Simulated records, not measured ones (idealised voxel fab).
The name of this process module is voxel gate over fins.
The width of the displayed cross-section, cut, is 240 nm; its cells are square, with a size of 5 nm.
Just so we're on the same page, the cross-sections are grids of square cells, and they're listed out in bands top to bottom, each band one or more rows deep.
Heights first: top, then bottom, in nm. Then materials, left to right, each with a width in nm. "throughout" on a single material: fills the band edge to edge. "blank": empty space.
A quick word on heights: they are counted from 0, and under that level the wafer as it came to us is one material throughout. The lowest band is different from the rest in having no bottom; it simply continues downward, written as in "top 0, no bottom".
Graded width ("30..40"): value in top row of band = first number; value in bottom row = second number; row-to-row change constant.
Key: "nothing was modified" - step with no changed cell in the cross-section.
The list in "Closed void catalog" covers empty spaces of 8 cells or more that cannot reach the top through any open way, and it gives each as width x height at distance; the distance is from the left edge, and width, height and distance are in nm.
On a step's line, text after the settings is the simulator commenting on that step.
The "overlay nm" setting may appear on a step's line; for a step that uses a mask, it gives how far to the right of its planned position the mask lay, and a negative value indicates the left.
[The process steps that were planned are listed below]
| 1 | RECEIVE,material Si |
| 2 | CONFORMAL_DEP,material SiN,thk nm 5 |
| 3 | PATTERN,tone cover,mask id FINS,material resist,width nm 15,pitch nm 55,thk nm 20,overlay nm 0 |
| 4 | DIRECTIONAL_ETCH,etch materials SiN,depth nm 5 |
| 5 | DIRECTIONAL_ETCH,etch materials Si,depth nm 35 |
| 6 | STRIP,etch materials resist |
| 7 | OXIDIZE,depth nm 5 |
| 8 | FILL_DEP,material SiO2,thk nm 15 |
| 9 | CMP,height nm 5 |
| 10 | MASKED_ETCH,tone open,mask id RAIL,width nm 15,etch materials SiO2,depth nm 35,overlay nm -15 |
| 11 | CONFORMAL_DEP,material TiN,thk nm 5 |
| 12 | FILL_DEP,material Ru,thk nm 10 |
| 13 | CMP,height nm 5 |
| 14 | SELECTIVE_ETCH,etch materials W Ru TiN,depth nm 25 |
| 15 | FILL_DEP,material SiO2,thk nm 5 |
| 16 | CMP,height nm 5 |
| 17 | SELECTIVE_ETCH,etch materials SiO2,depth nm 15 |
| 18 | STRIP,etch materials SiN |
| 19 | CONFORMAL_DEP,material HfO2,thk nm 5 |
| 20 | CONFORMAL_DEP,material TiN,thk nm 5 |
| 21 | CONFORMAL_DEP,material TiAl,thk nm 5 |
| 22 | CONFORMAL_DEP,material TiN,thk nm 5 |
| 23 | FILL_DEP,material W,thk nm 10 |
| 24 | CMP,height nm 25 |
| 25 | CONFORMAL_DEP,material SiCN,thk nm 10 |
Quick note for whoever runs this: the wafers start identical, but the overlay nm at step 10 isn't the same across them. The plan just shows what the first wafer had.
[Cross-section, first of several wafers, as delivered after step 1]
  top 0, no bottom  Si throughout
  Closed void catalog: none
[Tabulated below, wafer by wafer, are the end-of-module results: for each material, the number of cells gained (+) or lost (-) relative to the as-received state, followed by the closed voids]
overlay nm -15; +56 HfO2; -368 Si; +96 SiCN; +272 SiO2; +56 TiAl; +116 TiN; +108 W; Closed void catalog: none
overlay nm -10; +56 HfO2; +1 Ru; -368 Si; +96 SiCN; +270 SiO2; +56 TiAl; +117 TiN; +108 W; Closed void catalog: none
overlay nm -5; +56 HfO2; +1 Ru; -368 Si; +96 SiCN; +270 SiO2; +56 TiAl; +117 TiN; +108 W; Closed void catalog: none
overlay nm 0; +56 HfO2; +1 Ru; -368 Si; +96 SiCN; +270 SiO2; +56 TiAl; +117 TiN; +108 W; Closed void catalog: none
overlay nm 5; +56 HfO2; +1 Ru; -368 Si; +96 SiCN; +270 SiO2; +56 TiAl; +117 TiN; +108 W; Closed void catalog: none
overlay nm 10; +56 HfO2; +1 Ru; -368 Si; +96 SiCN; +270 SiO2; +56 TiAl; +117 TiN; +108 W; Closed void catalog: none
overlay nm 15; +56 HfO2; +1 Ru; -368 Si; +96 SiCN; +270 SiO2; +56 TiAl; +117 TiN; +108 W; Closed void catalog: none
